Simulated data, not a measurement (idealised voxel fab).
process module | voxel ribs on slabs
cross-section cut | 280 nm wide | cells 5 nm
A cross-section is a grid of square cells, given in bands from the top down. A band is one or more rows of cells.
Each band's line starts with the height of the band's top and of its bottom, in nm. Then come its materials from left to right, each with its width in nm. One material with "throughout" fills the band from edge to edge. "air" is empty space.
Height 0 is the level under which the wafer as received is all one material. The lowest band goes on downwards, as in "0 down".
A width such as "30 to 40" changes by the same amount from each row of cells to the next, from the band's top row to its bottom row.
"no change" after a step means that no cell of the cross-section changed.
closed voids: empty space of 8 cells or more with no open way to the top, each as width x height at its distance from the left edge, in nm
after a step's settings: what the simulator itself notes on the step
overlay nm, on a step with a mask: how far to the right of its planned place the mask lay; to the left if negative
plan
1 op RECEIVE | material Si
2 op DIRECTIONAL_DEP | material SiO2 | thk nm 25
3 op DIRECTIONAL_DEP | material SiN | thk nm 25
4 op DIRECTIONAL_DEP | material aC | thk nm 15
5 op PATTERN | tone cover | mask id RIB | material resist | width nm 30 | thk nm 30 | overlay nm 0
6 op DIRECTIONAL_ETCH | etch materials aC | depth nm 15
7 op STRIP | etch materials resist
8 op DIRECTIONAL_ETCH | etch materials SiN | depth nm 15
9 op STRIP | etch materials aC
10 op PATTERN | tone cover | mask id SLAB | material resist | width nm 60 | thk nm 20 | overlay nm 0
11 op DIRECTIONAL_ETCH | etch materials SiN | depth nm 10
12 op STRIP | etch materials resist
13 op FILL_DEP | material SiO2 | thk nm 20
14 op CMP | height nm 50
15 op DIRECTIONAL_DEP | material TiN | thk nm 5
16 op MASKED_ETCH | tone cover | mask id HEATER | width nm 40 | etch materials TiN | depth nm 5 | overlay nm 0
17 op CONFORMAL_DEP | material SiN | thk nm 5
varied across the wafers: height nm of step 14. The plan shows the first wafer's value. All wafers start alike
first wafer as received, after step 1
  0 down: Si throughout
  closed voids: none
first wafer at the end, after step 17
  60 to 55: air 115 | SiN 50 | air 115
  55 to 50: SiN 120 | TiN 40 | SiN 120
  50 to 35: SiO2 125 | SiN 30 | SiO2 125
  35 to 25: SiO2 110 | SiN 60 | SiO2 110
  25 to 0: SiO2 throughout
  0 down: Si throughout
  closed voids: none
last wafer at the end
  80 to 75: air 115 | SiN 50 | air 115
  75 to 70: SiN 120 | TiN 40 | SiN 120
  70 to 50: SiO2 throughout
  50 to 35: SiO2 125 | SiN 30 | SiO2 125
  35 to 25: SiO2 110 | SiN 60 | SiO2 110
  25 to 0: SiO2 throughout
  0 down: Si throughout
  closed voids: none
each wafer at the end: cells of each material gained (+) or lost (-) since it was received, then its closed voids
height nm 50 | +100 SiN | +518 SiO2 | +8 TiN | closed voids: none
height nm 55 | +100 SiN | +574 SiO2 | +8 TiN | closed voids: none
height nm 60 | +100 SiN | +630 SiO2 | +8 TiN | closed voids: none
height nm 65 | +100 SiN | +686 SiO2 | +8 TiN | closed voids: none
height nm 70 | +100 SiN | +742 SiO2 | +8 TiN | closed voids: none
